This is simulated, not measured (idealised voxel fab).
Module name: voxel capacitor over wiring (process module)
This is section cut - it's 300 nm across, gridded in 5 nm square cells.
If you're reading a cross-section in this doc, picture square cells in a grid; it comes to you as bands, top ones listed first down to the bottom, and a band can be one or more rows of cells. Band: top height; bottom height; in nm. Then, left to right: material with width in nm, for each material. "throughout": a single material spanning edge to edge. "blank": empty space. Height datum 0, below which the as-received substrate wafer is one material. Lowest band open at the bottom, running downward: "top 0, no bottom". The notation "30->40" denotes a width that varies across the rows of cells in the band, beginning at the first number in the top row, finishing at the second number in the bottom row, and changing by an identical amount from each row to the next. You'll sometimes find "remains unaltered" written for a step, and that's the way of saying that nowhere in the cross-section did a cell change during that step. Reported under the label "Sealed-off cavities" are the empty spaces having no open way to the top and comprising 8 cells or more; the notation for each is width x height at distance, in which the distance is measured from the left edge and all three values are in nm. Step line, after settings: the simulator's comment on this step. The setting "overlay nm" may be written on the line of a step. When the step uses a mask, the value reports how far to the right of the planned place the mask lay, and a negative value reports that it lay to the left.

**Process steps - plan**
1 RECEIVE (material Si)
2 CONFORMAL_DEP (material SiO2; thk nm 15)
3 DIRECTIONAL_DEP (material TiN; thk nm 5)
4 DIRECTIONAL_DEP (material Ru; thk nm 20)
5 PATTERN (tone cover; mask id METAL_1; material resist; width nm 20; pitch nm 75; thk nm 20; overlay nm 0)
6 DIRECTIONAL_ETCH (etch materials Ru; depth nm 20)
7 DIRECTIONAL_ETCH (etch materials TiN; depth nm 5)
8 STRIP (etch materials resist)
9 FILL_DEP (material SiO2; thk nm 5)
10 CMP (height nm 40)
11 CONFORMAL_DEP (material SiCN; thk nm 5)
12 DIRECTIONAL_DEP (material lowk; thk nm 20)
13 MASKED_ETCH (tone open; mask id PLUG_1; width nm 15; etch materials lowk; depth nm 20; overlay nm 0)
14 MASKED_ETCH (tone open; mask id PLUG_1; width nm 15; etch materials SiCN; depth nm 5; overlay nm 0)
15 EPI (material Ru; thk nm 10)
16 EPI (material Ru; thk nm 10)
17 EPI (material Ru; thk nm 5)
18 DIRECTIONAL_DEP (material TiN; thk nm 5)
19 DIRECTIONAL_DEP (material SiN; thk nm 5)
20 DIRECTIONAL_DEP (material TiN; thk nm 10)
21 PATTERN (tone cover; mask id UPPER_PLATE; material resist; width nm 60; thk nm 20; overlay nm 0)
22 DIRECTIONAL_ETCH (etch materials TiN; depth nm 10)
23 DIRECTIONAL_ETCH (etch materials SiN; depth nm 5)
24 STRIP (etch materials resist)
25 MASKED_ETCH (tone cover; mask id LOWER_PLATE; width nm 70; etch materials TiN; depth nm 5; overlay nm 0)
26 FILL_DEP (material SiO2; thk nm 15)
27 CMP (height nm 95)
28 PATTERN (tone open; mask id PLUG_2; material resist; width nm 15; thk nm 15; overlay nm 0)
29 DIRECTIONAL_ETCH (etch materials SiO2; depth nm 10)
30 STRIP (etch materials resist)
31 CONFORMAL_DEP (material TiN; thk nm 5)
32 FILL_DEP (material W; thk nm 10)
33 CMP (height nm 95)
34 CONFORMAL_DEP (material SiCN; thk nm 5)

**As-received state of the wafer in cross-section, equivalent to post-step 1**
    top 0, no bottom | Si throughout
    Sealed-off cavities: none

**Here's the cross-section of the first of our two wafers at the end of the module - it ran as planned**
    top 100, bottom 95 | SiCN throughout
    top 95, bottom 90 | 115 nm SiO2, 5 nm TiN, 5 nm W, 5 nm TiN, 170 nm SiO2
    top 90, bottom 85 | 115 nm SiO2, 15 nm TiN, 170 nm SiO2
    top 85, bottom 75 | 105 nm SiO2, 60 nm TiN, 135 nm SiO2
    top 75, bottom 70 | 105 nm SiO2, 60 nm SiN, 135 nm SiO2
    top 70, bottom 65 | 100 nm SiO2, 70 nm TiN, 130 nm SiO2
    top 65, bottom 45 | 105 nm lowk, 15 nm Ru, 180 nm lowk
    top 45, bottom 40 | 105 nm SiCN, 15 nm Ru, 180 nm SiCN
    top 40, bottom 20 | 100 nm SiO2, 20 nm Ru, 55 nm SiO2, 20 nm Ru, 105 nm SiO2
    top 20, bottom 15 | 100 nm SiO2, 20 nm TiN, 55 nm SiO2, 20 nm TiN, 105 nm SiO2
    top 15, bottom 0 | SiO2 throughout
    top 0, no bottom | Si throughout
    Sealed-off cavities: none

**Second wafer through the module, sectioned at the end: same beginning and same plan as the first wafer, with one mistake in carrying it out**
    top 100, bottom 95 | SiCN throughout
    top 95, bottom 90 | 115 nm SiO2, 5 nm TiN, 45 nm SiN, 135 nm SiO2
    top 90, bottom 85 | 100 nm SiO2, 5 nm TiN, 10 nm SiO2, 55 nm TiN, 130 nm SiO2
    top 85, bottom 75 | 105 nm lowk, 15 nm TiN, 180 nm lowk
    top 75, bottom 70 | 105 nm lowk, 15 nm SiN, 180 nm lowk
    top 70, bottom 65 | 105 nm lowk, 15 nm TiN, 180 nm lowk
    top 65, bottom 45 | lowk throughout
    top 45, bottom 40 | SiCN throughout
    top 40, bottom 20 | 100 nm SiO2, 20 nm Ru, 55 nm SiO2, 20 nm Ru, 105 nm SiO2
    top 20, bottom 15 | 100 nm SiO2, 20 nm TiN, 55 nm SiO2, 20 nm TiN, 105 nm SiO2
    top 15, bottom 0 | SiO2 throughout
    top 0, no bottom | Si throughout
    Sealed-off cavities: none
Error vs. plan: heads up, step 12 of the plan got done twice
The second wafer ends with more or fewer cells of some materials than the first, per final count: Ru: 15 fewer | SiCN: 3 more | SiO2: 206 fewer | TiN: 21 fewer | W: 1 fewer | lowk: 240 more
